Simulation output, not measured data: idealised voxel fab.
The name of this process module is voxel fin reveal.
Section cut is 295 nm wide and gridded with 5 nm square cells.
How to read a cross-section here: the picture is a grid of square cells, written as bands going from the top down, and any band can span one or more rows of cells.
In this notation a band is specified by the heights of its top and bottom, in that order and in nm, after which its materials appear from left to right, each paired with its width in nm. The word "everywhere" attached to a single material means that material fills the band from edge to edge; the word "blank" stands for empty space.
Counting heights begins at 0, where everything beneath is, in the wafer as received, one material. The lowest band has no bottom; it goes on downwards, as "0 -> down" shows.
Width spec "30->40" -> top row of cells at first value, bottom row at second value, equal per-row change in between.
Step marked "identical to before"? Then no cell in the cross-section changed in it.
The entry titled "Enclosed internal cavities" provides the empty spaces that have no open way to the top, restricted to those of 8 cells or more. Each is presented as width x height at distance, the distance being measured from the left edge, with all three in nm.
Where a step's line continues beyond its settings, the continuation is a remark by the simulator itself on that step.
The setting "overlay nm" may be written on the line of a step. When the step uses a mask, the value reports how far to the right of the planned place the mask lay, and a negative value reports that it lay to the left.
## Below is the list of planned process steps
1 RECEIVE: material Si
2 CONFORMAL_DEP: material SiN, thk nm 10
3 PATTERN: tone cover, mask id FINS, material resist, width nm 15, pitch nm 40, thk nm 20, overlay nm 0
4 DIRECTIONAL_ETCH: etch materials SiN, depth nm 10
5 DIRECTIONAL_ETCH: etch materials Si, depth nm 30
6 STRIP: etch materials resist
7 FILL_DEP: material SiO2, thk nm 5
8 CMP: height nm 10
9 SELECTIVE_ETCH: etch materials SiO2, depth nm 25
10 STRIP: etch materials SiN
11 CONFORMAL_DEP: material SiO2, thk nm 5
## Cross-section, incoming material, after step 1
* 0 -> down = Si everywhere
* Enclosed internal cavities: none
## Look at the cross-section after the module: the wafer started out the way shown above and the plan was the one shown above, yet one mistake was made along the way
* 5 -> 0 = blank 95, SiO2 25, blank 15, SiO2 25, blank 15, SiO2 25, blank 95
* 0 -> -10 = blank 95, SiO2 5, Si 15, SiO2 5, blank 15, SiO2 5, Si 15, SiO2 5, blank 15, SiO2 5, Si 15, SiO2 5, blank 95
* -10 -> -60 = SiO2 100, Si 15, SiO2 25, Si 15, SiO2 25, Si 15, SiO2 100
* -60 -> down = Si everywhere
* Enclosed internal cavities: none
Processing error: step 5 of the plan saw execution twice
